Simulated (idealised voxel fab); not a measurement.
process module | voxel transistor to metal
cross-section cut | 200 nm wide | cells 5 nm
A cross-section is a grid of square cells, given in bands from the top down. A band is one or more rows of cells.
Each band's line starts with the height of the band's top and of its bottom, in nm. Then come its materials from left to right, each with its width in nm. One material with "throughout" fills the band from edge to edge. "air" is empty space.
Height 0 is the level under which the wafer as received is all one material. The lowest band goes on downwards, as in "0 down".
A width such as "30 to 40" changes by the same amount from each row of cells to the next, from the band's top row to its bottom row.
"no change" after a step means that no cell of the cross-section changed.
closed voids: empty space of 8 cells or more with no open way to the top, each as width x height at its distance from the left edge, in nm
after a step's settings: what the simulator itself notes on the step
overlay nm, on a step with a mask: how far to the right of its planned place the mask lay; to the left if negative
plan
1 op RECEIVE | material Si
2 op CONFORMAL_DEP | material SiO2 | thk nm 5
3 op CONFORMAL_DEP | material SiN | thk nm 10
4 op MASKED_ETCH | tone cover | mask id ACTIVE | width nm 135 | etch materials SiN | depth nm 10 | overlay nm 0
5 op MASKED_ETCH | tone cover | mask id ACTIVE | width nm 135 | etch materials SiO2 | depth nm 5 | overlay nm 0
6 op MASKED_ETCH | tone cover | mask id ACTIVE | width nm 135 | etch materials Si | depth nm 35 | overlay nm 0
7 op OXIDIZE | depth nm 5
8 op FILL_DEP | material SiO2 | thk nm 10
9 op CMP | height nm 15
10 op SELECTIVE_ETCH | etch materials SiO2 | depth nm 5
11 op STRIP | etch materials SiN
12 op SELECTIVE_ETCH | etch materials SiO2 | depth nm 5
13 op OXIDIZE | depth nm 5
14 op DIRECTIONAL_DEP | material polySi | thk nm 30
15 op DIRECTIONAL_DEP | material SiCN | thk nm 15
16 op DIRECTIONAL_DEP | material aC | thk nm 15
17 op PATTERN | tone cover | mask id GATE | material resist | width nm 35 | thk nm 35 | overlay nm 0
18 op DIRECTIONAL_ETCH | etch materials aC | depth nm 15
19 op STRIP | etch materials resist
20 op DIRECTIONAL_ETCH | etch materials SiCN | depth nm 25
21 op DIRECTIONAL_ETCH | etch materials polySi | depth nm 40
22 op STRIP | etch materials aC
23 op CONFORMAL_DEP | material SiO2 | thk nm 5
24 op DIRECTIONAL_ETCH | etch materials SiO2 | depth nm 5
25 op CONFORMAL_DEP | material SiN | thk nm 10
26 op DIRECTIONAL_ETCH | etch materials SiN | depth nm 10
27 op DIRECTIONAL_ETCH | etch materials SiO2 | depth nm 5
28 op DIRECTIONAL_ETCH | etch materials Si | depth nm 5
29 op EPI | material pSi | thk nm 5
30 op FILL_DEP | material SiO2 | thk nm 5
31 op CMP | height nm 30
32 op STRIP | etch materials polySi
33 op SELECTIVE_ETCH | etch materials SiO2 | depth nm 5
34 op CONFORMAL_DEP | material HfO2 | thk nm 5
35 op CONFORMAL_DEP | material TiN | thk nm 5
36 op FILL_DEP | material W | thk nm 5
37 op CMP | height nm 25
38 op DIRECTIONAL_DEP | material SiO2 | thk nm 10
39 op PATTERN | tone open | mask id CONTACT | material resist | width nm 20 | pitch nm 95 | thk nm 15 | overlay nm 0
40 op DIRECTIONAL_ETCH | etch materials SiO2 | depth nm 40
41 op STRIP | etch materials resist
42 op CONFORMAL_DEP | material TiN | thk nm 5
43 op FILL_DEP | material W | thk nm 10
44 op CMP | height nm 35
45 op DIRECTIONAL_DEP | material TiN | thk nm 5
46 op DIRECTIONAL_DEP | material Ru | thk nm 15
47 op MASKED_ETCH | tone cover | mask id METAL_1 | width nm 20 | pitch nm 95 | etch materials Ru | depth nm 15 | overlay nm 0
48 op MASKED_ETCH | tone cover | mask id METAL_1 | width nm 20 | pitch nm 95 | etch materials TiN | depth nm 5 | overlay nm 0
49 op CONFORMAL_DEP | material SiN | thk nm 5
50 op FILL_DEP | material lowk | thk nm 5
51 op CMP | height nm 55
52 op CONFORMAL_DEP | material SiCN | thk nm 5
as received, after step 1
  0 down: Si throughout
  closed voids: none
first wafer at the end, as planned
  60 to 55: SiCN throughout
  55 to 40: lowk 35 | SiN 5 | Ru 20 | SiN 5 | lowk 65 | SiN 5 | Ru 20 | SiN 5 | lowk 40
  40 to 35: SiN 40 | TiN 20 | SiN 75 | TiN 20 | SiN 45
  35 to 25: SiO2 40 | TiN 5 | W 10 | TiN 5 | SiO2 75 | TiN 5 | W 10 | TiN 5 | SiO2 45
  25 to 5: SiO2 40 | TiN 5 | W 10 | TiN 5 | SiO2 5 | SiN 10 | HfO2 5 | TiN 5 | W 25 | TiN 5 | HfO2 5 | SiN 10 | SiO2 5 | TiN 5 | W 10 | TiN 5 | SiO2 45
  5 to 0: SiO2 30 | SiN 10 | TiN 10 | W 5 | TiN 5 | SiO2 5 | SiN 10 | HfO2 5 | TiN 35 | HfO2 5 | SiN 10 | SiO2 5 | TiN 5 | W 5 | TiN 10 | SiN 10 | SiO2 35
  0 to -5: SiO2 40 | pSi 5 | TiN 15 | pSi 5 | SiO2 10 | HfO2 45 | SiO2 10 | pSi 5 | TiN 15 | pSi 5 | SiO2 45
  -5 to -10: SiO2 35 | Si 5 | pSi 25 | Si 65 | pSi 25 | Si 5 | SiO2 40
  -10 to -40: SiO2 35 | Si 125 | SiO2 40
  -40 down: Si throughout
  closed voids: none
second wafer at the end: like start, like plan, one mistake
  60 to 55: SiCN throughout
  55 to 45: lowk 45 | SiN 5 | Ru 20 | SiN 5 | lowk 65 | SiN 5 | Ru 20 | SiN 5 | lowk 30
  45 to 40: lowk 35 | SiN 15 | Ru 20 | SiN 5 | lowk 55 | SiN 15 | Ru 20 | SiN 5 | lowk 30
  40 to 35: SiN 40 | TiN 30 | SiN 65 | TiN 30 | SiN 35
  35 to 25: SiO2 40 | TiN 5 | W 10 | TiN 5 | SiO2 75 | TiN 5 | W 10 | TiN 5 | SiO2 45
  25 to 5: SiO2 40 | TiN 5 | W 10 | TiN 5 | SiO2 5 | SiN 10 | HfO2 5 | TiN 5 | W 25 | TiN 5 | HfO2 5 | SiN 10 | SiO2 5 | TiN 5 | W 10 | TiN 5 | SiO2 45
  5 to 0: SiO2 30 | SiN 10 | TiN 10 | W 5 | TiN 5 | SiO2 5 | SiN 10 | HfO2 5 | TiN 35 | HfO2 5 | SiN 10 | SiO2 5 | TiN 5 | W 5 | TiN 10 | SiN 10 | SiO2 35
  0 to -5: SiO2 40 | pSi 5 | TiN 15 | pSi 5 | SiO2 10 | HfO2 45 | SiO2 10 | pSi 5 | TiN 15 | pSi 5 | SiO2 45
  -5 to -10: SiO2 35 | Si 5 | pSi 25 | Si 65 | pSi 25 | Si 5 | SiO2 40
  -10 to -40: SiO2 35 | Si 125 | SiO2 40
  -40 down: Si throughout
  closed voids: none
what went wrong: step 47 ran as: op MASKED_ETCH | tone cover | mask id METAL_1 | width nm 20 | pitch nm 95 | etch materials Ru | depth nm 15 | overlay nm 10
at the end the second wafer has, in cells: 4 more of TiN | 4 fewer of lowk
